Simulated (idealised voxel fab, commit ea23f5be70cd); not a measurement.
process module | voxel air gaps
cross-section cut | 245 nm wide | cells 5 nm
A cross-section is a grid of square cells, given in bands from the top down. A band is one or more rows of cells.
Each band's line starts with the height of the band's top and of its bottom, in nm. Then come its materials from left to right, each with its width in nm. One material with "throughout" fills the band from edge to edge. "air" is empty space.
Height 0 is the level under which the wafer as received is all one material. The lowest band goes on downwards, as in "0 down".
A width such as "30 to 40" changes by the same amount from each row of cells to the next, from the band's top row to its bottom row.
"no change" after a step means that no cell of the cross-section changed.
closed voids: empty space of 8 cells or more with no open way to the top, each as width x height at its distance from the left edge, in nm
after a step's settings: what the simulator itself notes on the step
overlay nm, on a step with a mask: how far to the right of its planned place the mask lay; to the left if negative
plan
1 op RECEIVE | material Si
2 op CONFORMAL_DEP | material SiO2 | thk nm 10
3 op CONFORMAL_DEP | material SiCN | thk nm 5
4 op DIRECTIONAL_DEP | material SiO2 | thk nm 30
5 op MASKED_ETCH | tone open | mask id LINES | width nm 25 | pitch nm 50 | etch materials SiO2 | depth nm 40 | overlay nm 0
6 op CONFORMAL_DEP | material TiN | thk nm 5
7 op FILL_DEP | material W | thk nm 5
8 op CMP | height nm 55
9 op EPI | material Ru | thk nm 10
10 op SELECTIVE_ETCH | etch materials SiO2 | depth nm 50
11 op CONFORMAL_DEP | material SiCN | thk nm 5
varied across the wafers: thk nm of step 4. The plan shows the first wafer's value. All wafers start alike
first wafer as received, after step 1
  0 down: Si throughout
  closed voids: none
first wafer at the end, after step 11
  70 to 65: SiCN throughout
  65 to 55: Ru throughout
  55 to 50: W throughout
  50 to 45: TiN 65 | W 15 | TiN 35 | W 15 | TiN 35 | W 15 | TiN 65
  45 to 20: SiO2 60 | TiN 5 | W 15 | TiN 5 | SiO2 25 | TiN 5 | W 15 | TiN 5 | SiO2 25 | TiN 5 | W 15 | TiN 5 | SiO2 60
  20 to 15: SiO2 60 | TiN 25 | SiO2 25 | TiN 25 | SiO2 25 | TiN 25 | SiO2 60
  15 to 10: SiCN throughout
  10 to 0: SiO2 throughout
  0 down: Si throughout
  closed voids: none
last wafer at the end
  70 to 65: air 45 | SiCN 155 | air 45
  65 to 55: air 45 | SiCN 5 | Ru 45 | SiCN 5 | Ru 45 | SiCN 5 | Ru 45 | SiCN 5 | air 45
  55 to 50: air 45 | SiCN 15 | TiN 5 | W 15 | TiN 5 | SiCN 25 | TiN 5 | W 15 | TiN 5 | SiCN 25 | TiN 5 | W 15 | TiN 5 | SiCN 15 | air 45
  50 to 20: air 55 | SiCN 5 | TiN 5 | W 15 | TiN 5 | SiCN 5 | air 15 | SiCN 5 | TiN 5 | W 15 | TiN 5 | SiCN 5 | air 15 | SiCN 5 | TiN 5 | W 15 | TiN 5 | SiCN 5 | air 55
  20 to 15: SiCN 60 | TiN 25 | SiCN 25 | TiN 25 | SiCN 25 | TiN 25 | SiCN 60
  15 to 10: SiCN throughout
  10 to 0: SiO2 throughout
  0 down: Si throughout
  closed voids: 15 x 30 at 90; 15 x 30 at 140
each wafer at the end: cells of each material gained (+) or lost (-) since it was received, then its closed voids
thk nm 30 | +98 Ru | +98 SiCN | +302 SiO2 | +85 TiN | +103 W | closed voids: none
thk nm 35 | +98 Ru | +98 SiCN | +336 SiO2 | +91 TiN | +63 W | closed voids: none
thk nm 40 | +54 Ru | +174 SiCN | +98 SiO2 | +57 TiN | +63 W | closed voids: 15 x 30 at 90; 15 x 30 at 140
